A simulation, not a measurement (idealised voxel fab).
process module | voxel wiring stack
cross-section cut | 190 nm wide | cells 5 nm
A cross-section is a grid of square cells, given in bands from the top down. A band is one or more rows of cells.
Each band's line starts with the height of the band's top and of its bottom, in nm. Then come its materials from left to right, each with its width in nm. One material with "throughout" fills the band from edge to edge. "air" is empty space.
Height 0 is the level under which the wafer as received is all one material. The lowest band goes on downwards, as in "0 down".
A width such as "30 to 40" changes by the same amount from each row of cells to the next, from the band's top row to its bottom row.
"no change" after a step means that no cell of the cross-section changed.
closed voids: empty space of 8 cells or more with no open way to the top, each as width x height at its distance from the left edge, in nm
after a step's settings: what the simulator itself notes on the step
overlay nm, on a step with a mask: how far to the right of its planned place the mask lay; to the left if negative
plan
1 op RECEIVE | material Si
2 op CONFORMAL_DEP | material SiO2 | thk nm 10
3 op DIRECTIONAL_DEP | material TiN | thk nm 5
4 op DIRECTIONAL_DEP | material Ru | thk nm 20
5 op PATTERN | tone cover | mask id METAL_1 | material resist | width nm 20 | pitch nm 45 | thk nm 20 | overlay nm 0
6 op DIRECTIONAL_ETCH | etch materials Ru | depth nm 20
7 op DIRECTIONAL_ETCH | etch materials TiN | depth nm 5
8 op STRIP | etch materials resist
9 op CONFORMAL_DEP | material SiN | thk nm 5
10 op FILL_DEP | material SiO2 | thk nm 5
11 op CMP | height nm 35
12 op CONFORMAL_DEP | material SiCN | thk nm 5
13 op DIRECTIONAL_DEP | material lowk | thk nm 35
14 op DIRECTIONAL_DEP | material aC | thk nm 10
15 op PATTERN | tone open | mask id METAL_2 | material resist | width nm 20 | pitch nm 45 | thk nm 25 | overlay nm 0
16 op DIRECTIONAL_ETCH | etch materials aC | depth nm 10
17 op STRIP | etch materials resist
18 op DIRECTIONAL_ETCH | etch materials lowk | depth nm 20
19 op STRIP | etch materials aC
20 op MASKED_ETCH | tone open | mask id METAL_2_HOLES | width nm 15 | pitch nm 45 | etch materials lowk | depth nm 15 | overlay nm 0
21 op MASKED_ETCH | tone open | mask id METAL_2_HOLES | width nm 15 | pitch nm 45 | etch materials SiCN | depth nm 5 | overlay nm 0
22 op CONFORMAL_DEP | material TiN | thk nm 5
23 op FILL_DEP | material Cu | thk nm 5
24 op CMP | height nm 75
25 op CONFORMAL_DEP | material SiN | thk nm 5
first wafer, as planned
as received, after step 1
  0 down: Si throughout
  closed voids: none
after step 2
  10 to 0: SiO2 throughout
  below 0: unchanged
after step 3
  15 to 10: TiN throughout
  below 10: unchanged
after step 4
  35 to 15: Ru throughout
  below 15: unchanged
after step 5
  55 to 35: air 60 | resist 20 | air 25 | resist 20 | air 65
  below 35: unchanged
after step 6
  55 to 35: air 60 | resist 20 | air 25 | resist 20 | air 65
  35 to 15: air 60 | Ru 20 | air 25 | Ru 20 | air 65
  below 15: unchanged
after step 7
  55 to 35: air 60 | resist 20 | air 25 | resist 20 | air 65
  35 to 15: air 60 | Ru 20 | air 25 | Ru 20 | air 65
  15 to 10: air 60 | TiN 20 | air 25 | TiN 20 | air 65
  below 10: unchanged
after step 8
  35 to 15: air 60 | Ru 20 | air 25 | Ru 20 | air 65
  below 15: unchanged
after step 9
  40 to 35: air 55 | SiN 30 | air 15 | SiN 30 | air 60
  35 to 15: air 55 | SiN 5 | Ru 20 | SiN 5 | air 15 | SiN 5 | Ru 20 | SiN 5 | air 60
  15 to 10: SiN 60 | TiN 20 | SiN 25 | TiN 20 | SiN 65
  below 10: unchanged
after step 10
  45 to 40: SiO2 throughout
  40 to 35: SiO2 55 | SiN 30 | SiO2 15 | SiN 30 | SiO2 60
  35 to 15: SiO2 55 | SiN 5 | Ru 20 | SiN 5 | SiO2 15 | SiN 5 | Ru 20 | SiN 5 | SiO2 60
  below 15: unchanged
after step 11
  35 to 15: SiO2 55 | SiN 5 | Ru 20 | SiN 5 | SiO2 15 | SiN 5 | Ru 20 | SiN 5 | SiO2 60
  below 15: unchanged
after step 12
  40 to 35: SiCN throughout
  below 35: unchanged
after step 13
  75 to 40: lowk throughout
  below 40: unchanged
after step 14
  85 to 75: aC throughout
  below 75: unchanged
after step 15
  110 to 85: resist 60 | air 20 | resist 25 | air 20 | resist 65
  below 85: unchanged
after step 16
  100 to 85: resist 60 | air 20 | resist 25 | air 20 | resist 65
  85 to 75: aC 60 | air 20 | aC 25 | air 20 | aC 65
  below 75: unchanged
after step 17
  85 to 75: aC 60 | air 20 | aC 25 | air 20 | aC 65
  below 75: unchanged
after step 18
  85 to 75: aC 60 | air 20 | aC 25 | air 20 | aC 65
  75 to 55: lowk 60 | air 20 | lowk 25 | air 20 | lowk 65
  below 55: unchanged
after step 19
  75 to 55: lowk 60 | air 20 | lowk 25 | air 20 | lowk 65
  below 55: unchanged
after step 20
  75 to 55: lowk 60 | air 20 | lowk 25 | air 20 | lowk 65
  55 to 40: lowk 60 | air 15 | lowk 30 | air 15 | lowk 70
  below 40: unchanged
after step 21
  75 to 55: lowk 60 | air 20 | lowk 25 | air 20 | lowk 65
  55 to 40: lowk 60 | air 15 | lowk 30 | air 15 | lowk 70
  40 to 35: SiCN 60 | air 15 | SiCN 30 | air 15 | SiCN 70
  below 35: unchanged
after step 22
  80 to 75: TiN 65 | air 10 | TiN 35 | air 10 | TiN 70
  75 to 60: lowk 60 | TiN 5 | air 10 | TiN 5 | lowk 25 | TiN 5 | air 10 | TiN 5 | lowk 65
  60 to 55: lowk 60 | TiN 5 | air 5 | TiN 10 | lowk 25 | TiN 5 | air 5 | TiN 10 | lowk 65
  55 to 40: lowk 60 | TiN 5 | air 5 | TiN 5 | lowk 30 | TiN 5 | air 5 | TiN 5 | lowk 70
  40 to 35: SiCN 60 | TiN 15 | SiCN 30 | TiN 15 | SiCN 70
  below 35: unchanged
after step 23
  85 to 80: Cu throughout
  80 to 75: TiN 65 | Cu 10 | TiN 35 | Cu 10 | TiN 70
  75 to 60: lowk 60 | TiN 5 | Cu 10 | TiN 5 | lowk 25 | TiN 5 | Cu 10 | TiN 5 | lowk 65
  60 to 55: lowk 60 | TiN 5 | Cu 5 | TiN 10 | lowk 25 | TiN 5 | Cu 5 | TiN 10 | lowk 65
  55 to 40: lowk 60 | TiN 5 | Cu 5 | TiN 5 | lowk 30 | TiN 5 | Cu 5 | TiN 5 | lowk 70
  below 40: unchanged
after step 24
  75 to 60: lowk 60 | TiN 5 | Cu 10 | TiN 5 | lowk 25 | TiN 5 | Cu 10 | TiN 5 | lowk 65
  below 60: unchanged
after step 25
  80 to 75: SiN throughout
  below 75: unchanged
second wafer: like start, like plan, one mistake. Through step 20 it matches the first wafer
when step 21 should have ended
  75 to 55: lowk 60 | air 20 | lowk 25 | air 20 | lowk 65
  55 to 40: lowk 60 | air 15 | lowk 30 | air 15 | lowk 70
  40 to 35: SiCN 60 | air 10 | SiCN 35 | air 10 | SiCN 75
  below 35: unchanged
when step 22 should have ended
  80 to 75: TiN 65 | air 10 | TiN 35 | air 10 | TiN 70
  75 to 60: lowk 60 | TiN 5 | air 10 | TiN 5 | lowk 25 | TiN 5 | air 10 | TiN 5 | lowk 65
  60 to 55: lowk 60 | TiN 5 | air 5 | TiN 10 | lowk 25 | TiN 5 | air 5 | TiN 10 | lowk 65
  55 to 45: lowk 60 | TiN 5 | air 5 | TiN 5 | lowk 30 | TiN 5 | air 5 | TiN 5 | lowk 70
  45 to 40: lowk 60 | TiN 15 | lowk 30 | TiN 15 | lowk 70
  40 to 35: SiCN 60 | TiN 10 | SiCN 35 | TiN 10 | SiCN 75
  below 35: unchanged
when step 23 should have ended
  85 to 80: Cu throughout
  80 to 75: TiN 65 | Cu 10 | TiN 35 | Cu 10 | TiN 70
  75 to 60: lowk 60 | TiN 5 | Cu 10 | TiN 5 | lowk 25 | TiN 5 | Cu 10 | TiN 5 | lowk 65
  60 to 55: lowk 60 | TiN 5 | Cu 5 | TiN 10 | lowk 25 | TiN 5 | Cu 5 | TiN 10 | lowk 65
  55 to 45: lowk 60 | TiN 5 | Cu 5 | TiN 5 | lowk 30 | TiN 5 | Cu 5 | TiN 5 | lowk 70
  below 45: unchanged
when step 24 should have ended
  75 to 60: lowk 60 | TiN 5 | Cu 10 | TiN 5 | lowk 25 | TiN 5 | Cu 10 | TiN 5 | lowk 65
  below 60: unchanged
when step 25 should have ended
  80 to 75: SiN throughout
  below 75: unchanged
what went wrong: step 21 ran as: op MASKED_ETCH | tone open | mask id METAL_2_HOLES | width nm 15 | pitch nm 45 | etch materials SiCN | depth nm 5 | overlay nm -5
at the end the second wafer has, in cells: 2 fewer of Cu | 2 more of SiCN
